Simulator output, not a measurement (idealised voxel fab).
Presented below is a process module, voxel capacitor over wiring.
Cross-section cut: width 295 nm, square cells of 5 nm.
In this document a cross-section is written as a grid of square cells. It is given as a series of bands, listed from the top down, and a band is one or more rows of cells. The band entry comprises the height of the band's top followed by the height of its bottom, expressed in nm, and subsequently the band's materials from left to right, each stated together with its width in nm. Where a single material is marked with the word "all across", that material fills the band from edge to edge. The word "empty" represents empty space. We count height from 0. Below that, the starting wafer is all one material. The lowest band never ends at the bottom but goes on down; see "0..down" for how that is written. Per-row width for "30..40": begins at first number (top row of band), ends at second number (bottom row), increment between rows held constant. Take "no alteration" at face value: in the step it is given for, the cross-section changed in none of its cells. "Cavities, closed" - sealed voids, min. 8 cells, no opening to top; format: width x height at distance (distance from left edge; nm throughout). What comes after the settings on a step's line is commentary from the simulator itself on that step. overlay nm: mask right of planned place by this much (step with mask). Neg. = left.

# Process steps foreseen in the plan
1) RECEIVE | material Si
2) CONFORMAL_DEP | material SiO2 | thk nm 15
3) CONFORMAL_DEP | material SiCN | thk nm 5
4) DIRECTIONAL_DEP | material lowk | thk nm 15
5) DIRECTIONAL_DEP | material aC | thk nm 10
6) PATTERN | tone open | mask id METAL_1 | material resist | width nm 20 | pitch nm 85 | thk nm 30 | overlay nm 0
7) DIRECTIONAL_ETCH | etch materials aC | depth nm 10
8) STRIP | etch materials resist
9) DIRECTIONAL_ETCH | etch materials lowk | depth nm 15
10) DIRECTIONAL_ETCH | etch materials SiCN | depth nm 5
11) STRIP | etch materials aC
12) CONFORMAL_DEP | material TiN | thk nm 5
13) FILL_DEP | material Cu | thk nm 10
14) CMP | height nm 35
15) CONFORMAL_DEP | material SiCN | thk nm 5
16) DIRECTIONAL_DEP | material SiO2 | thk nm 20
17) PATTERN | tone open | mask id PLUG_1 | material resist | width nm 15 | thk nm 20 | overlay nm 0
18) DIRECTIONAL_ETCH | etch materials SiO2 | depth nm 20
19) DIRECTIONAL_ETCH | etch materials SiCN | depth nm 5
20) STRIP | etch materials resist
21) EPI | material Ru | thk nm 10
22) EPI | material Ru | thk nm 10
23) EPI | material Ru | thk nm 5
24) DIRECTIONAL_DEP | material TiN | thk nm 5
25) DIRECTIONAL_DEP | material HfO2 | thk nm 5
26) DIRECTIONAL_DEP | material TiN | thk nm 5
27) DIRECTIONAL_DEP | material aC | thk nm 15
28) PATTERN | tone cover | mask id UPPER_PLATE | material resist | width nm 70 | thk nm 35 | overlay nm 0
29) DIRECTIONAL_ETCH | etch materials aC | depth nm 15
30) STRIP | etch materials resist
31) DIRECTIONAL_ETCH | etch materials TiN | depth nm 5
32) DIRECTIONAL_ETCH | etch materials HfO2 | depth nm 5
33) STRIP | etch materials aC
34) DIRECTIONAL_DEP | material aC | thk nm 15
35) PATTERN | tone cover | mask id LOWER_PLATE | material resist | width nm 80 | thk nm 35 | overlay nm 0
36) DIRECTIONAL_ETCH | etch materials aC | depth nm 15
37) STRIP | etch materials resist
38) DIRECTIONAL_ETCH | etch materials TiN | depth nm 5
39) STRIP | etch materials aC
40) FILL_DEP | material SiO2 | thk nm 20
41) CMP | height nm 90
42) DIRECTIONAL_DEP | material aC | thk nm 15
43) PATTERN | tone open | mask id PLUG_2 | material resist | width nm 15 | thk nm 35 | overlay nm 0
44) DIRECTIONAL_ETCH | etch materials aC | depth nm 15
45) STRIP | etch materials resist
46) DIRECTIONAL_ETCH | etch materials SiO2 | depth nm 15
47) STRIP | etch materials aC
48) CONFORMAL_DEP | material TiN | thk nm 5
49) FILL_DEP | material Cu | thk nm 10
50) CMP | height nm 90
51) CONFORMAL_DEP | material SiCN | thk nm 5
Among the wafers covered here, the point of difference is the width nm at step 43; their starting state is shared, and the plan presents the value of the first wafer.

# First of several wafers, received after step 1, in cross-section
	0..down  Si all across
	Cavities, closed: none

# Basically each wafer gets a line in the table, showing it at the end of the module: material by material, the cells it gained (+) or lost (-) since we got it, then its closed voids
width nm 15; +14 Cu; +14 HfO2; +15 Ru; +166 SiCN; +702 SiO2; +57 TiN; +153 lowk; Cavities, closed: none
width nm 20; +16 Cu; +14 HfO2; +15 Ru; +166 SiCN; +699 SiO2; +58 TiN; +153 lowk; Cavities, closed: none
width nm 25; +18 Cu; +14 HfO2; +15 Ru; +166 SiCN; +696 SiO2; +59 TiN; +153 lowk; Cavities, closed: none
width nm 30; +20 Cu; +14 HfO2; +15 Ru; +166 SiCN; +693 SiO2; +60 TiN; +153 lowk; Cavities, closed: none
